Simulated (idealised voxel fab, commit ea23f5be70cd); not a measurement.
You're looking at the process module voxel self aligned vias.
FYI the section here is cut, 245 nm wide, cells are 5 nm squares.
Think of the cross-section as a grid of square cells. We describe it in bands, top to bottom, and each band covers one or more rows of those cells. This entry defines a band. It first specifies the height of the band's top and the height of its bottom in nm, and then specifies the band's materials from left to right, stating each material with its width in nm. The word "throughout" identifies a single material that fills the band from edge to edge, while the word "air" identifies empty space. Heights are measured from 0, the level below which the as-received wafer is all one material; the lowest band has no bottom and continues downward, written as in "0..down". Think of "30..40" as a width that walks from the first number to the second as you go down the band, top row to bottom row, taking equal-sized steps from row to row. "nothing changed" after a step means that no cell of the cross-section changed. "Sealed void listing": empty spaces of 8 cells or more with no open way to the top, each given as width x height at distance, distance from the left edge, all in nm. The remark found on a step's line after its settings is issued by the simulator itself and pertains to that step. "overlay nm" denotes, for a step that has a mask, the displacement of the mask to the right of its planned place, with negative values corresponding to the left. So the way this works: pairs, before and after one process step. The after picture only goes down to the lowest band that actually changed, nothing below. Step and its settings are under each pair. And watch out, pairs might come from different runs of this module, same starting wafer though, so a pair only follows on from the one above if its "Ex-ante state" entry tells you so.

Ex-ante state:
> 0..down = Si throughout
> Sealed void listing: none

Sectional View, Post-Process:
> 15..0 = SiO2 throughout
> All layers under 0 are left as they were.
> Sealed void listing: none
Relating the two cross-sections above, the step in between is CONFORMAL_DEP, material SiO2, thk nm 15

Ex-ante state: The pre-step condition corresponds to the post-step cross-section depicted in the pair directly above.

Sectional View, Post-Process:
> 20..15 = SiCN throughout
> All layers under 15 are left as they were.
> Sealed void listing: none
Relating the two cross-sections above, the step in between is CONFORMAL_DEP, material SiCN, thk nm 5

Ex-ante state: The pre-step condition corresponds to the post-step cross-section depicted in the pair directly above.

Sectional View, Post-Process:
> 45..20 = lowk throughout
> All layers under 20 are left as they were.
> Sealed void listing: none
Relating the two cross-sections above, the step in between is DIRECTIONAL_DEP, material lowk, thk nm 25

Ex-ante state: The pre-step condition corresponds to the post-step cross-section depicted in the pair directly above.

Sectional View, Post-Process:
> 60..45 = aC throughout
> All layers under 45 are left as they were.
> Sealed void listing: none
Relating the two cross-sections above, the step in between is DIRECTIONAL_DEP, material aC, thk nm 15

Ex-ante state: The pre-step condition corresponds to the post-step cross-section depicted in the pair directly above.

Sectional View, Post-Process:
> 90..60 = resist: 40 | air: 20 | resist: 50 | air: 20 | resist: 50 | air: 20 | resist: 45
> All layers under 60 are left as they were.
> Sealed void listing: none
Relating the two cross-sections above, the step in between is PATTERN, tone open, mask id LINES, material resist, width nm 20, pitch nm 70, thk nm 30, overlay nm 0

Ex-ante state: The pre-step condition corresponds to the post-step cross-section depicted in the pair directly above.

Sectional View, Post-Process:
> 75..60 = resist: 40 | air: 20 | resist: 50 | air: 20 | resist: 50 | air: 20 | resist: 45
> 60..45 = aC: 40 | air: 20 | aC: 50 | air: 20 | aC: 50 | air: 20 | aC: 45
> All layers under 45 are left as they were.
> Sealed void listing: none
Relating the two cross-sections above, the step in between is DIRECTIONAL_ETCH, etch materials aC, depth nm 15

Ex-ante state: The pre-step condition corresponds to the post-step cross-section depicted in the pair directly above.

Sectional View, Post-Process:
> 60..45 = aC: 40 | air: 20 | aC: 50 | air: 20 | aC: 50 | air: 20 | aC: 45
> All layers under 45 are left as they were.
> Sealed void listing: none
Relating the two cross-sections above, the step in between is STRIP, etch materials resist

Ex-ante state: The pre-step condition corresponds to the post-step cross-section depicted in the pair directly above.

Sectional View, Post-Process:
> 60..45 = aC: 40 | air: 20 | aC: 50 | air: 20 | aC: 50 | air: 20 | aC: 45
> 45..20 = lowk: 40 | air: 20 | lowk: 50 | air: 20 | lowk: 50 | air: 20 | lowk: 45
> All layers under 20 are left as they were.
> Sealed void listing: none
Relating the two cross-sections above, the step in between is DIRECTIONAL_ETCH, etch materials lowk, depth nm 25

Ex-ante state: The pre-step condition corresponds to the post-step cross-section depicted in the pair directly above.

Sectional View, Post-Process:
> 45..20 = lowk: 40 | air: 20 | lowk: 50 | air: 20 | lowk: 50 | air: 20 | lowk: 45
> All layers under 20 are left as they were.
> Sealed void listing: none
Relating the two cross-sections above, the step in between is STRIP, etch materials aC

Ex-ante state: The pre-step condition corresponds to the post-step cross-section depicted in the pair directly above.

Sectional View, Post-Process:
> 50..45 = TiN: 45 | air: 10 | TiN: 60 | air: 10 | TiN: 60 | air: 10 | TiN: 50
> 45..25 = lowk: 40 | TiN: 5 | air: 10 | TiN: 5 | lowk: 50 | TiN: 5 | air: 10 | TiN: 5 | lowk: 50 | TiN: 5 | air: 10 | TiN: 5 | lowk: 45
> 25..20 = lowk: 40 | TiN: 20 | lowk: 50 | TiN: 20 | lowk: 50 | TiN: 20 | lowk: 45
> All layers under 20 are left as they were.
> Sealed void listing: none
Relating the two cross-sections above, the step in between is CONFORMAL_DEP, material TiN, thk nm 5

Ex-ante state: The pre-step condition corresponds to the post-step cross-section depicted in the pair directly above.

Sectional View, Post-Process:
> 60..50 = W throughout
> 50..45 = TiN: 45 | W: 10 | TiN: 60 | W: 10 | TiN: 60 | W: 10 | TiN: 50
> 45..25 = lowk: 40 | TiN: 5 | W: 10 | TiN: 5 | lowk: 50 | TiN: 5 | W: 10 | TiN: 5 | lowk: 50 | TiN: 5 | W: 10 | TiN: 5 | lowk: 45
> All layers under 25 are left as they were.
> Sealed void listing: none
Relating the two cross-sections above, the step in between is FILL_DEP, material W, thk nm 10

Ex-ante state: The pre-step condition corresponds to the post-step cross-section depicted in the pair directly above.

Sectional View, Post-Process:
> 45..25 = lowk: 40 | TiN: 5 | W: 10 | TiN: 5 | lowk: 50 | TiN: 5 | W: 10 | TiN: 5 | lowk: 50 | TiN: 5 | W: 10 | TiN: 5 | lowk: 45
> All layers under 25 are left as they were.
> Sealed void listing: none
Relating the two cross-sections above, the step in between is CMP, height nm 45

Ex-ante state: The pre-step condition corresponds to the post-step cross-section depicted in the pair directly above.

Sectional View, Post-Process:
> 45..35 = lowk: 40 | air: 20 | lowk: 50 | air: 20 | lowk: 50 | air: 20 | lowk: 45
> All layers under 35 are left as they were.
> Sealed void listing: none
Relating the two cross-sections above, the step in between is SELECTIVE_ETCH, etch materials W Ru TiN, depth nm 10

Ex-ante state: The pre-step condition corresponds to the post-step cross-section depicted in the pair directly above.

Sectional View, Post-Process:
> 50..45 = SiN throughout
> 45..35 = lowk: 40 | SiN: 20 | lowk: 50 | SiN: 20 | lowk: 50 | SiN: 20 | lowk: 45
> All layers under 35 are left as they were.
> Sealed void listing: none
Relating the two cross-sections above, the step in between is FILL_DEP, material SiN, thk nm 5

Ex-ante state: The pre-step condition corresponds to the post-step cross-section depicted in the pair directly above.

Sectional View, Post-Process:
> 45..35 = lowk: 40 | SiN: 20 | lowk: 50 | SiN: 20 | lowk: 50 | SiN: 20 | lowk: 45
> All layers under 35 are left as they were.
> Sealed void listing: none
Relating the two cross-sections above, the step in between is CMP, height nm 45

Ex-ante state: The pre-step condition corresponds to the post-step cross-section depicted in the pair directly above.

Sectional View, Post-Process:
> 65..45 = lowk throughout
> All layers under 45 are left as they were.
> Sealed void listing: none
Relating the two cross-sections above, the step in between is DIRECTIONAL_DEP, material lowk, thk nm 20

Ex-ante state: The pre-step condition corresponds to the post-step cross-section depicted in the pair directly above.

Sectional View, Post-Process:
> 80..65 = aC throughout
> All layers under 65 are left as they were.
> Sealed void listing: none
Relating the two cross-sections above, the step in between is DIRECTIONAL_DEP, material aC, thk nm 15

Ex-ante state: The pre-step condition corresponds to the post-step cross-section depicted in the pair directly above.

Sectional View, Post-Process:
> 115..80 = resist: 30 | air: 40 | resist: 30 | air: 40 | resist: 30 | air: 40 | resist: 35
> All layers under 80 are left as they were.
> Sealed void listing: none
Relating the two cross-sections above, the step in between is PATTERN, tone open, mask id VIAS, material resist, width nm 40, pitch nm 70, thk nm 35, overlay nm 0

Ex-ante state: The pre-step condition corresponds to the post-step cross-section depicted in the pair directly above.

Sectional View, Post-Process:
> 100..80 = resist: 30 | air: 40 | resist: 30 | air: 40 | resist: 30 | air: 40 | resist: 35
> 80..65 = aC: 30 | air: 40 | aC: 30 | air: 40 | aC: 30 | air: 40 | aC: 35
> All layers under 65 are left as they were.
> Sealed void listing: none
Relating the two cross-sections above, the step in between is DIRECTIONAL_ETCH, etch materials aC, depth nm 15

Ex-ante state: The pre-step condition corresponds to the post-step cross-section depicted in the pair directly above.

Sectional View, Post-Process:
> 80..65 = aC: 30 | air: 40 | aC: 30 | air: 40 | aC: 30 | air: 40 | aC: 35
> All layers under 65 are left as they were.
> Sealed void listing: none
Relating the two cross-sections above, the step in between is STRIP, etch materials resist

Ex-ante state: The pre-step condition corresponds to the post-step cross-section depicted in the pair directly above.

Sectional View, Post-Process:
> 80..65 = aC: 30 | air: 40 | aC: 30 | air: 40 | aC: 30 | air: 40 | aC: 35
> 65..45 = lowk: 30 | air: 40 | lowk: 30 | air: 40 | lowk: 30 | air: 40 | lowk: 35
> All layers under 45 are left as they were.
> Sealed void listing: none
Relating the two cross-sections above, the step in between is DIRECTIONAL_ETCH, etch materials lowk, depth nm 20

Ex-ante state: The pre-step condition corresponds to the post-step cross-section depicted in the pair directly above.

Sectional View, Post-Process:
> 80..65 = aC: 30 | air: 40 | aC: 30 | air: 40 | aC: 30 | air: 40 | aC: 35
> 65..45 = lowk: 30 | air: 40 | lowk: 30 | air: 40 | lowk: 30 | air: 40 | lowk: 35
> 45..35 = lowk: 40 | air: 20 | lowk: 50 | air: 20 | lowk: 50 | air: 20 | lowk: 45
> All layers under 35 are left as they were.
> Sealed void listing: none
Relating the two cross-sections above, the step in between is DIRECTIONAL_ETCH, etch materials SiN, depth nm 10

Ex-ante state: The pre-step condition corresponds to the post-step cross-section depicted in the pair directly above.

Sectional View, Post-Process:
> 65..45 = lowk: 30 | air: 40 | lowk: 30 | air: 40 | lowk: 30 | air: 40 | lowk: 35
> All layers under 45 are left as they were.
> Sealed void listing: none
Relating the two cross-sections above, the step in between is STRIP, etch materials aC

Ex-ante state: The pre-step condition corresponds to the post-step cross-section depicted in the pair directly above.

Sectional View, Post-Process:
> 70..65 = TiN: 35 | air: 30 | TiN: 40 | air: 30 | TiN: 40 | air: 30 | TiN: 40
> 65..50 = lowk: 30 | TiN: 5 | air: 30 | TiN: 5 | lowk: 30 | TiN: 5 | air: 30 | TiN: 5 | lowk: 30 | TiN: 5 | air: 30 | TiN: 5 | lowk: 35
> 50..40 = lowk: 30..40 | TiN: 15..5 | air: 10 | TiN: 15..5 | lowk: 30..50 | TiN: 15..5 | air: 10 | TiN: 15..5 | lowk: 30..50 | TiN: 15..5 | air: 10 | TiN: 15..5 | lowk: 35..45
> 40..35 = lowk: 40 | TiN: 20 | lowk: 50 | TiN: 20 | lowk: 50 | TiN: 20 | lowk: 45
> All layers under 35 are left as they were.
> Sealed void listing: none
Relating the two cross-sections above, the step in between is CONFORMAL_DEP, material TiN, thk nm 5

Ex-ante state: The pre-step condition corresponds to the post-step cross-section depicted in the pair directly above.

Sectional View, Post-Process:
> 75..70 = Cu throughout
> 70..65 = TiN: 35 | Cu: 30 | TiN: 40 | Cu: 30 | TiN: 40 | Cu: 30 | TiN: 40
> 65..50 = lowk: 30 | TiN: 5 | Cu: 30 | TiN: 5 | lowk: 30 | TiN: 5 | Cu: 30 | TiN: 5 | lowk: 30 | TiN: 5 | Cu: 30 | TiN: 5 | lowk: 35
> 50..40 = lowk: 30..40 | TiN: 15..5 | Cu: 10 | TiN: 15..5 | lowk: 30..50 | TiN: 15..5 | Cu: 10 | TiN: 15..5 | lowk: 30..50 | TiN: 15..5 | Cu: 10 | TiN: 15..5 | lowk: 35..45
> All layers under 40 are left as they were.
> Sealed void listing: none
Relating the two cross-sections above, the step in between is FILL_DEP, material Cu, thk nm 5

Ex-ante state: The pre-step condition corresponds to the post-step cross-section depicted in the pair directly above.

Sectional View, Post-Process:
> 65..50 = lowk: 30 | TiN: 5 | Cu: 30 | TiN: 5 | lowk: 30 | TiN: 5 | Cu: 30 | TiN: 5 | lowk: 30 | TiN: 5 | Cu: 30 | TiN: 5 | lowk: 35
> All layers under 50 are left as they were.
> Sealed void listing: none
Relating the two cross-sections above, the step in between is CMP, height nm 65

Ex-ante state: The pre-step condition corresponds to the post-step cross-section depicted in the pair directly above.

Sectional View, Post-Process:
> 70..65 = SiCN throughout
> All layers under 65 are left as they were.
> Sealed void listing: none
Relating the two cross-sections above, the step in between is CONFORMAL_DEP, material SiCN, thk nm 5

Ex-ante state:
> 15..0 = SiO2 throughout
> 0..down = Si throughout
> Sealed void listing: none

Sectional View, Post-Process:
> 40..15 = lowk throughout
> All layers under 15 are left as they were.
> Sealed void listing: none
Relating the two cross-sections above, the step in between is DIRECTIONAL_DEP, material lowk, thk nm 25

Ex-ante state: The pre-step condition corresponds to the post-step cross-section depicted in the pair directly above.

Sectional View, Post-Process:
> 55..40 = aC throughout
> All layers under 40 are left as they were.
> Sealed void listing: none
Relating the two cross-sections above, the step in between is DIRECTIONAL_DEP, material aC, thk nm 15

Ex-ante state: The pre-step condition corresponds to the post-step cross-section depicted in the pair directly above.

Sectional View, Post-Process:
> 85..55 = resist: 40 | air: 20 | resist: 50 | air: 20 | resist: 50 | air: 20 | resist: 45
> All layers under 55 are left as they were.
> Sealed void listing: none
Relating the two cross-sections above, the step in between is PATTERN, tone open, mask id LINES, material resist, width nm 20, pitch nm 70, thk nm 30, overlay nm 0

Ex-ante state: The pre-step condition corresponds to the post-step cross-section depicted in the pair directly above.

Sectional View, Post-Process:
> 70..55 = resist: 40 | air: 20 | resist: 50 | air: 20 | resist: 50 | air: 20 | resist: 45
> 55..40 = aC: 40 | air: 20 | aC: 50 | air: 20 | aC: 50 | air: 20 | aC: 45
> All layers under 40 are left as they were.
> Sealed void listing: none
Relating the two cross-sections above, the step in between is DIRECTIONAL_ETCH, etch materials aC, depth nm 15

Ex-ante state: The pre-step condition corresponds to the post-step cross-section depicted in the pair directly above.

Sectional View, Post-Process:
> 55..40 = aC: 40 | air: 20 | aC: 50 | air: 20 | aC: 50 | air: 20 | aC: 45
> All layers under 40 are left as they were.
> Sealed void listing: none
Relating the two cross-sections above, the step in between is STRIP, etch materials resist

Ex-ante state: The pre-step condition corresponds to the post-step cross-section depicted in the pair directly above.

Sectional View, Post-Process:
> 55..40 = aC: 40 | air: 20 | aC: 50 | air: 20 | aC: 50 | air: 20 | aC: 45
> 40..15 = lowk: 40 | air: 20 | lowk: 50 | air: 20 | lowk: 50 | air: 20 | lowk: 45
> All layers under 15 are left as they were.
> Sealed void listing: none
Relating the two cross-sections above, the step in between is DIRECTIONAL_ETCH, etch materials lowk, depth nm 25

Ex-ante state: The pre-step condition corresponds to the post-step cross-section depicted in the pair directly above.

Sectional View, Post-Process:
> 40..15 = lowk: 40 | air: 20 | lowk: 50 | air: 20 | lowk: 50 | air: 20 | lowk: 45
> All layers under 15 are left as they were.
> Sealed void listing: none
Relating the two cross-sections above, the step in between is STRIP, etch materials aC

Ex-ante state: The pre-step condition corresponds to the post-step cross-section depicted in the pair directly above.

Sectional View, Post-Process:
> 45..40 = TiN: 45 | air: 10 | TiN: 60 | air: 10 | TiN: 60 | air: 10 | TiN: 50
> 40..20 = lowk: 40 | TiN: 5 | air: 10 | TiN: 5 | lowk: 50 | TiN: 5 | air: 10 | TiN: 5 | lowk: 50 | TiN: 5 | air: 10 | TiN: 5 | lowk: 45
> 20..15 = lowk: 40 | TiN: 20 | lowk: 50 | TiN: 20 | lowk: 50 | TiN: 20 | lowk: 45
> All layers under 15 are left as they were.
> Sealed void listing: none
Relating the two cross-sections above, the step in between is CONFORMAL_DEP, material TiN, thk nm 5

Ex-ante state: The pre-step condition corresponds to the post-step cross-section depicted in the pair directly above.

Sectional View, Post-Process:
> 55..45 = W throughout
> 45..40 = TiN: 45 | W: 10 | TiN: 60 | W: 10 | TiN: 60 | W: 10 | TiN: 50
> 40..20 = lowk: 40 | TiN: 5 | W: 10 | TiN: 5 | lowk: 50 | TiN: 5 | W: 10 | TiN: 5 | lowk: 50 | TiN: 5 | W: 10 | TiN: 5 | lowk: 45
> All layers under 20 are left as they were.
> Sealed void listing: none
Relating the two cross-sections above, the step in between is FILL_DEP, material W, thk nm 10

Ex-ante state: The pre-step condition corresponds to the post-step cross-section depicted in the pair directly above.

Sectional View, Post-Process:
> 45..40 = TiN: 45 | W: 10 | TiN: 60 | W: 10 | TiN: 60 | W: 10 | TiN: 50
> All layers under 40 are left as they were.
> Sealed void listing: none
Relating the two cross-sections above, the step in between is CMP, height nm 45

Ex-ante state: The pre-step condition corresponds to the post-step cross-section depicted in the pair directly above.

Sectional View, Post-Process:
> 40..35 = lowk: 40 | air: 20 | lowk: 50 | air: 20 | lowk: 50 | air: 20 | lowk: 45
> All layers under 35 are left as they were.
> Sealed void listing: none
Relating the two cross-sections above, the step in between is SELECTIVE_ETCH, etch materials W Ru TiN, depth nm 10

Ex-ante state: The pre-step condition corresponds to the post-step cross-section depicted in the pair directly above.

Sectional View, Post-Process:
> 45..40 = SiN throughout
> 40..35 = lowk: 40 | SiN: 20 | lowk: 50 | SiN: 20 | lowk: 50 | SiN: 20 | lowk: 45
> All layers under 35 are left as they were.
> Sealed void listing: none
Relating the two cross-sections above, the step in between is FILL_DEP, material SiN, thk nm 5

Ex-ante state: The pre-step condition corresponds to the post-step cross-section depicted in the pair directly above.

Sectional View, Post-Process:
> 65..45 = lowk throughout
> All layers under 45 are left as they were.
> Sealed void listing: none
Relating the two cross-sections above, the step in between is DIRECTIONAL_DEP, material lowk, thk nm 20

Ex-ante state: The pre-step condition corresponds to the post-step cross-section depicted in the pair directly above.

Sectional View, Post-Process:
> 80..65 = aC throughout
> All layers under 65 are left as they were.
> Sealed void listing: none
Relating the two cross-sections above, the step in between is DIRECTIONAL_DEP, material aC, thk nm 15

Ex-ante state: The pre-step condition corresponds to the post-step cross-section depicted in the pair directly above.

Sectional View, Post-Process:
> 115..80 = resist: 30 | air: 40 | resist: 30 | air: 40 | resist: 30 | air: 40 | resist: 35
> All layers under 80 are left as they were.
> Sealed void listing: none
Relating the two cross-sections above, the step in between is PATTERN, tone open, mask id VIAS, material resist, width nm 40, pitch nm 70, thk nm 35, overlay nm 0

Ex-ante state: The pre-step condition corresponds to the post-step cross-section depicted in the pair directly above.

Sectional View, Post-Process:
> 100..80 = resist: 30 | air: 40 | resist: 30 | air: 40 | resist: 30 | air: 40 | resist: 35
> 80..65 = aC: 30 | air: 40 | aC: 30 | air: 40 | aC: 30 | air: 40 | aC: 35
> All layers under 65 are left as they were.
> Sealed void listing: none
Relating the two cross-sections above, the step in between is DIRECTIONAL_ETCH, etch materials aC, depth nm 15

Ex-ante state: The pre-step condition corresponds to the post-step cross-section depicted in the pair directly above.

Sectional View, Post-Process:
> 80..65 = aC: 30 | air: 40 | aC: 30 | air: 40 | aC: 30 | air: 40 | aC: 35
> All layers under 65 are left as they were.
> Sealed void listing: none
Relating the two cross-sections above, the step in between is STRIP, etch materials resist

Ex-ante state: The pre-step condition corresponds to the post-step cross-section depicted in the pair directly above.

Sectional View, Post-Process:
> 80..65 = aC: 30 | air: 40 | aC: 30 | air: 40 | aC: 30 | air: 40 | aC: 35
> 65..45 = lowk: 30 | air: 40 | lowk: 30 | air: 40 | lowk: 30 | air: 40 | lowk: 35
> All layers under 45 are left as they were.
> Sealed void listing: none
Relating the two cross-sections above, the step in between is DIRECTIONAL_ETCH, etch materials lowk, depth nm 20

Ex-ante state: The pre-step condition corresponds to the post-step cross-section depicted in the pair directly above.

Sectional View, Post-Process:
> 80..65 = aC: 30 | air: 40 | aC: 30 | air: 40 | aC: 30 | air: 40 | aC: 35
> 65..45 = lowk: 30 | air: 40 | lowk: 30 | air: 40 | lowk: 30 | air: 40 | lowk: 35
> 45..40 = SiN: 30 | air: 40 | SiN: 30 | air: 40 | SiN: 30 | air: 40 | SiN: 35
> 40..35 = lowk: 40 | air: 20 | lowk: 50 | air: 20 | lowk: 50 | air: 20 | lowk: 45
> All layers under 35 are left as they were.
> Sealed void listing: none
Relating the two cross-sections above, the step in between is DIRECTIONAL_ETCH, etch materials SiN, depth nm 10

Ex-ante state: The pre-step condition corresponds to the post-step cross-section depicted in the pair directly above.

Sectional View, Post-Process:
> 65..45 = lowk: 30 | air: 40 | lowk: 30 | air: 40 | lowk: 30 | air: 40 | lowk: 35
> All layers under 45 are left as they were.
> Sealed void listing: none
Relating the two cross-sections above, the step in between is STRIP, etch materials aC

Ex-ante state: The pre-step condition corresponds to the post-step cross-section depicted in the pair directly above.

Sectional View, Post-Process:
> 70..65 = TiN: 35 | air: 30 | TiN: 40 | air: 30 | TiN: 40 | air: 30 | TiN: 40
> 65..45 = lowk: 30 | TiN: 5 | air: 30 | TiN: 5 | lowk: 30 | TiN: 5 | air: 30 | TiN: 5 | lowk: 30 | TiN: 5 | air: 30 | TiN: 5 | lowk: 35
> 45..40 = SiN: 30 | TiN: 15 | air: 10 | TiN: 15 | SiN: 30 | TiN: 15 | air: 10 | TiN: 15 | SiN: 30 | TiN: 15 | air: 10 | TiN: 15 | SiN: 35
> 40..35 = lowk: 40 | TiN: 20 | lowk: 50 | TiN: 20 | lowk: 50 | TiN: 20 | lowk: 45
> All layers under 35 are left as they were.
> Sealed void listing: none
Relating the two cross-sections above, the step in between is CONFORMAL_DEP, material TiN, thk nm 5

Ex-ante state: The pre-step condition corresponds to the post-step cross-section depicted in the pair directly above.

Sectional View, Post-Process:
> 75..70 = Cu throughout
> 70..65 = TiN: 35 | Cu: 30 | TiN: 40 | Cu: 30 | TiN: 40 | Cu: 30 | TiN: 40
> 65..45 = lowk: 30 | TiN: 5 | Cu: 30 | TiN: 5 | lowk: 30 | TiN: 5 | Cu: 30 | TiN: 5 | lowk: 30 | TiN: 5 | Cu: 30 | TiN: 5 | lowk: 35
> 45..40 = SiN: 30 | TiN: 15 | Cu: 10 | TiN: 15 | SiN: 30 | TiN: 15 | Cu: 10 | TiN: 15 | SiN: 30 | TiN: 15 | Cu: 10 | TiN: 15 | SiN: 35
> All layers under 40 are left as they were.
> Sealed void listing: none
Relating the two cross-sections above, the step in between is FILL_DEP, material Cu, thk nm 5

Ex-ante state: The pre-step condition corresponds to the post-step cross-section depicted in the pair directly above.

Sectional View, Post-Process:
> 65..45 = lowk: 30 | TiN: 5 | Cu: 30 | TiN: 5 | lowk: 30 | TiN: 5 | Cu: 30 | TiN: 5 | lowk: 30 | TiN: 5 | Cu: 30 | TiN: 5 | lowk: 35
> All layers under 45 are left as they were.
> Sealed void listing: none
Relating the two cross-sections above, the step in between is CMP, height nm 65

Ex-ante state: The pre-step condition corresponds to the post-step cross-section depicted in the pair directly above.

Sectional View, Post-Process:
> 70..65 = SiCN throughout
> All layers under 65 are left as they were.
> Sealed void listing: none
Relating the two cross-sections above, the step in between is CONFORMAL_DEP, material SiCN, thk nm 5

Ex-ante state:
> 80..65 = aC: 30 | air: 40 | aC: 30 | air: 40 | aC: 30 | air: 40 | aC: 35
> 65..45 = lowk: 30 | air: 40 | lowk: 30 | air: 40 | lowk: 30 | air: 40 | lowk: 35
> 45..35 = lowk: 40 | SiN: 20 | lowk: 50 | SiN: 20 | lowk: 50 | SiN: 20 | lowk: 45
> 35..25 = lowk: 40 | TiN: 5 | W: 10 | TiN: 5 | lowk: 50 | TiN: 5 | W: 10 | TiN: 5 | lowk: 50 | TiN: 5 | W: 10 | TiN: 5 | lowk: 45
> 25..20 = lowk: 40 | TiN: 20 | lowk: 50 | TiN: 20 | lowk: 50 | TiN: 20 | lowk: 45
> 20..15 = SiCN throughout
> 15..0 = SiO2 throughout
> 0..down = Si throughout
> Sealed void listing: none

Sectional View, Post-Process:
> 80..65 = aC: 30 | air: 40 | aC: 30 | air: 40 | aC: 30 | air: 40 | aC: 35
> 65..45 = lowk: 30 | air: 40 | lowk: 30 | air: 40 | lowk: 30 | air: 40 | lowk: 35
> 45..35 = lowk: 30 | air: 10 | SiN: 20 | air: 10 | lowk: 30 | air: 10 | SiN: 20 | air: 10 | lowk: 30 | air: 10 | SiN: 20 | air: 10 | lowk: 35
> 35..25 = lowk: 30 | air: 10 | TiN: 5 | W: 10 | TiN: 5 | air: 10 | lowk: 30 | air: 10 | TiN: 5 | W: 10 | TiN: 5 | air: 10 | lowk: 30 | air: 10 | TiN: 5 | W: 10 | TiN: 5 | air: 10 | lowk: 35
> All layers under 25 are left as they were.
> Sealed void listing: none
Relating the two cross-sections above, the step in between is DIRECTIONAL_ETCH, etch materials lowk, depth nm 20

Ex-ante state: The pre-step condition corresponds to the post-step cross-section depicted in the pair directly above.

Sectional View, Post-Process:
> 80..65 = aC: 30 | air: 40 | aC: 30 | air: 40 | aC: 30 | air: 40 | aC: 35
> 65..35 = lowk: 30 | air: 40 | lowk: 30 | air: 40 | lowk: 30 | air: 40 | lowk: 35
> All layers under 35 are left as they were.
> Sealed void listing: none
Relating the two cross-sections above, the step in between is DIRECTIONAL_ETCH, etch materials SiN, depth nm 10

Ex-ante state: The pre-step condition corresponds to the post-step cross-section depicted in the pair directly above.

Sectional View, Post-Process:
> 65..35 = lowk: 30 | air: 40 | lowk: 30 | air: 40 | lowk: 30 | air: 40 | lowk: 35
> All layers under 35 are left as they were.
> Sealed void listing: none
Relating the two cross-sections above, the step in between is STRIP, etch materials aC

Ex-ante state: The pre-step condition corresponds to the post-step cross-section depicted in the pair directly above.

Sectional View, Post-Process:
> 70..65 = TiN: 35 | air: 30 | TiN: 40 | air: 30 | TiN: 40 | air: 30 | TiN: 40
> 65..40 = lowk: 30 | TiN: 5 | air: 30 | TiN: 5 | lowk: 30 | TiN: 5 | air: 30 | TiN: 5 | lowk: 30 | TiN: 5 | air: 30 | TiN: 5 | lowk: 35
> 40..35 = lowk: 30 | TiN: 40 | lowk: 30 | TiN: 40 | lowk: 30 | TiN: 40 | lowk: 35
> 35..25 = lowk: 30 | TiN: 15 | W: 10 | TiN: 15 | lowk: 30 | TiN: 15 | W: 10 | TiN: 15 | lowk: 30 | TiN: 15 | W: 10 | TiN: 15 | lowk: 35
> All layers under 25 are left as they were.
> Sealed void listing: none
Relating the two cross-sections above, the step in between is CONFORMAL_DEP, material TiN, thk nm 5

Ex-ante state: The pre-step condition corresponds to the post-step cross-section depicted in the pair directly above.

Sectional View, Post-Process:
> 75..70 = Cu throughout
> 70..65 = TiN: 35 | Cu: 30 | TiN: 40 | Cu: 30 | TiN: 40 | Cu: 30 | TiN: 40
> 65..40 = lowk: 30 | TiN: 5 | Cu: 30 | TiN: 5 | lowk: 30 | TiN: 5 | Cu: 30 | TiN: 5 | lowk: 30 | TiN: 5 | Cu: 30 | TiN: 5 | lowk: 35
> All layers under 40 are left as they were.
> Sealed void listing: none
Relating the two cross-sections above, the step in between is FILL_DEP, material Cu, thk nm 5

Ex-ante state: The pre-step condition corresponds to the post-step cross-section depicted in the pair directly above.

Sectional View, Post-Process:
> 65..40 = lowk: 30 | TiN: 5 | Cu: 30 | TiN: 5 | lowk: 30 | TiN: 5 | Cu: 30 | TiN: 5 | lowk: 30 | TiN: 5 | Cu: 30 | TiN: 5 | lowk: 35
> All layers under 40 are left as they were.
> Sealed void listing: none
Relating the two cross-sections above, the step in between is CMP, height nm 65

Ex-ante state: The pre-step condition corresponds to the post-step cross-section depicted in the pair directly above.

Sectional View, Post-Process:
> 70..65 = SiCN throughout
> All layers under 65 are left as they were.
> Sealed void listing: none
Relating the two cross-sections above, the step in between is CONFORMAL_DEP, material SiCN, thk nm 5

Ex-ante state:
> 40..15 = lowk throughout
> 15..0 = SiO2 throughout
> 0..down = Si throughout
> Sealed void listing: none

Sectional View, Post-Process:
> 45..40 = SiCN throughout
> All layers under 40 are left as they were.
> Sealed void listing: none
Relating the two cross-sections above, the step in between is CONFORMAL_DEP, material SiCN, thk nm 5

Ex-ante state: The pre-step condition corresponds to the post-step cross-section depicted in the pair directly above.

Sectional View, Post-Process:
> 60..45 = aC throughout
> All layers under 45 are left as they were.
> Sealed void listing: none
Relating the two cross-sections above, the step in between is DIRECTIONAL_DEP, material aC, thk nm 15

Ex-ante state: The pre-step condition corresponds to the post-step cross-section depicted in the pair directly above.

Sectional View, Post-Process:
> 90..60 = resist: 40 | air: 20 | resist: 50 | air: 20 | resist: 50 | air: 20 | resist: 45
> All layers under 60 are left as they were.
> Sealed void listing: none
Relating the two cross-sections above, the step in between is PATTERN, tone open, mask id LINES, material resist, width nm 20, pitch nm 70, thk nm 30, overlay nm 0

Ex-ante state: The pre-step condition corresponds to the post-step cross-section depicted in the pair directly above.

Sectional View, Post-Process:
> 75..60 = resist: 40 | air: 20 | resist: 50 | air: 20 | resist: 50 | air: 20 | resist: 45
> 60..45 = aC: 40 | air: 20 | aC: 50 | air: 20 | aC: 50 | air: 20 | aC: 45
> All layers under 45 are left as they were.
> Sealed void listing: none
Relating the two cross-sections above, the step in between is DIRECTIONAL_ETCH, etch materials aC, depth nm 15

Ex-ante state: The pre-step condition corresponds to the post-step cross-section depicted in the pair directly above.

Sectional View, Post-Process:
> 60..45 = aC: 40 | air: 20 | aC: 50 | air: 20 | aC: 50 | air: 20 | aC: 45
> All layers under 45 are left as they were.
> Sealed void listing: none
Relating the two cross-sections above, the step in between is STRIP, etch materials resist

Ex-ante state: The pre-step condition corresponds to the post-step cross-section depicted in the pair directly above.

Sectional View, Post-Process:
> 45..40 = SiCN throughout
> All layers under 40 are left as they were.
> Sealed void listing: none
Relating the two cross-sections above, the step in between is STRIP, etch materials aC

Ex-ante state: The pre-step condition corresponds to the post-step cross-section depicted in the pair directly above.

Sectional View, Post-Process:
> 50..45 = TiN throughout
> All layers under 45 are left as they were.
> Sealed void listing: none
Relating the two cross-sections above, the step in between is CONFORMAL_DEP, material TiN, thk nm 5

Ex-ante state: The pre-step condition corresponds to the post-step cross-section depicted in the pair directly above.

Sectional View, Post-Process:
> 60..50 = W throughout
> All layers under 50 are left as they were.
> Sealed void listing: none
Relating the two cross-sections above, the step in between is FILL_DEP, material W, thk nm 10

Ex-ante state: The pre-step condition corresponds to the post-step cross-section depicted in the pair directly above.

Sectional View, Post-Process:
> 45..40 = SiCN throughout
> All layers under 40 are left as they were.
> Sealed void listing: none
Relating the two cross-sections above, the step in between is CMP, height nm 45
